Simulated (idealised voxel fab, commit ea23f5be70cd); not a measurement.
You're looking at the process module voxel air gaps.
Pictured: cross-section cut, 280 nm wide, on a grid of 5 nm square cells.
In what follows, cross-sections appear as grids of square cells, described through bands that run from the top down, where every band is one or more rows of cells. Read a band's entry like this: the first values are the height of its top and the height of its bottom in nm, and what follows is the sequence of materials from left to right, each with its width in nm. Note that "air" is empty space, and that a single material marked "edge to edge" reaches across the band from edge to edge. Height 0 is the level under which the wafer as received is all one material. The lowest band goes on downwards, as in "top 0, no bottom". Width spec "30..40" -> top row of cells at first value, bottom row at second value, equal per-row change in between. The cross-section has no changed cell in any step marked "remained unchanged". "Listed closed voids" contains a list of empty spaces, each no smaller than 8 cells and without an open way to the top, written in the form width x height at distance with the distance from the left edge and all three in nm. Formally, on a step line, whatever follows the settings is a remark that the simulator itself makes on the step. If you see "overlay nm" on a step's line and that step has a mask, it's telling you how far right of where it was planned the mask ended up; a negative number means it went left instead.
### Steps planned for the process
step 1: RECEIVE [material Si]
step 2: CONFORMAL_DEP [material SiO2] [thk nm 10]
step 3: CONFORMAL_DEP [material SiN] [thk nm 5]
step 4: DIRECTIONAL_DEP [material lowk] [thk nm 40]
step 5: PATTERN [tone open] [mask id LINES] [material resist] [width nm 20] [pitch nm 45] [thk nm 15] [overlay nm 0]
step 6: DIRECTIONAL_ETCH [etch materials lowk] [depth nm 40]
step 7: STRIP [etch materials resist]
step 8: CONFORMAL_DEP [material TiN] [thk nm 5]
step 9: FILL_DEP [material Ru] [thk nm 10]
step 10: CMP [height nm 55]
step 11: EPI [material Ru] [thk nm 10]
step 12: SELECTIVE_ETCH [etch materials lowk] [depth nm 50]
step 13: CONFORMAL_DEP [material SiCN] [thk nm 5]
### Step 1 complete: cross-section of the wafer as received
* top 0, no bottom: Si edge to edge
* Listed closed voids: none
### Cross-sectional result after module completion. Note: starting condition and plan are unchanged from above; one processing mistake was made
* top 80, bottom 75: air=35; SiCN=205; air=40
* top 75, bottom 55: air=35; SiCN=5; Ru=195; SiCN=5; air=40
* top 55, bottom 50: air=35; SiCN=25; TiN=5; Ru=10; TiN=5; lowk=25; TiN=5; Ru=10; TiN=5; lowk=25; TiN=5; Ru=10; TiN=5; lowk=25; TiN=5; Ru=10; TiN=5; SiCN=25; air=40
* top 50, bottom 20: air=55; SiCN=5; TiN=5; Ru=10; TiN=5; lowk=25; TiN=5; Ru=10; TiN=5; lowk=25; TiN=5; Ru=10; TiN=5; lowk=25; TiN=5; Ru=10; TiN=5; SiCN=5; air=60
* top 20, bottom 15: SiCN=60; TiN=20; lowk=25; TiN=20; lowk=25; TiN=20; lowk=25; TiN=20; SiCN=65
* top 15, bottom 10: SiN edge to edge
* top 10, bottom 0: SiO2 edge to edge
* top 0, no bottom: Si edge to edge
* Listed closed voids: none
Finding, execution versus plan: in the plan, step 11 was performed twice
